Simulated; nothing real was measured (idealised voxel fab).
process module | voxel local oxidation
The width of the displayed cross-section, cut, is 220 nm; its cells are square, with a size of 5 nm.
Cross-section = grid of square cells, listed top down in bands; band = one or more rows. Top, bottom (nm), then materials left to right with widths (nm); lone material tagged "throughout" fills the whole band edge to edge; "air" = empty space. The level at which height equals 0 is the one under which the wafer, as it arrives, is entirely one material. No lower edge exists for the bottom band, which continues downward and is notated as in "0 and below". Top row gets the first number, bottom row gets the second, and each row in between changes by the same step: that is how a band width like "30..40" works. Reading "no modification" for a step: not a cell of the cross-section changed in it. Closed-off voids of 8+ cells (no open route to the top) go in "Trapped void list", written width x height at distance from the left edge, in nm. What comes after the settings on a step's line is commentary from the simulator itself on that step. When a step includes a mask, the "overlay nm" setting on its line states how far to the right of its planned place that mask lay, and negative values state how far to the left.

[List of planned process steps]
1: op RECEIVE | material Si
2: op CONFORMAL_DEP | material SiO2 | thk nm 5
3: op CONFORMAL_DEP | material SiN | thk nm 10
4: op MASKED_ETCH | tone cover | mask id ACTIVE | width nm 95 | etch materials SiN | depth nm 10 | overlay nm 0
5: op SELECTIVE_ETCH | etch materials SiO2 | depth nm 5
6: op OXIDIZE | depth nm 15
7: op STRIP | etch materials SiN

[Step 1 complete: cross-section of the wafer as received]
* 0 and below | Si throughout
* Trapped void list: none

[The module was run from the start shown above using the plan shown above, but one mistake was made doing it; the resulting wafer cross-section is below]
* 5 down to 0 | 70 air / 80 SiO2 / 70 air
* 0 down to -15 | 85 SiO2 / 50 Si / 85 SiO2
* -15 and below | Si throughout
* Trapped void list: none
Want to know what went wrong? step 4 ran differently from the plan; actual operation with settings: op MASKED_ETCH | tone cover | mask id ACTIVE | width nm 90 | etch materials SiN | depth nm 10 | overlay nm 0
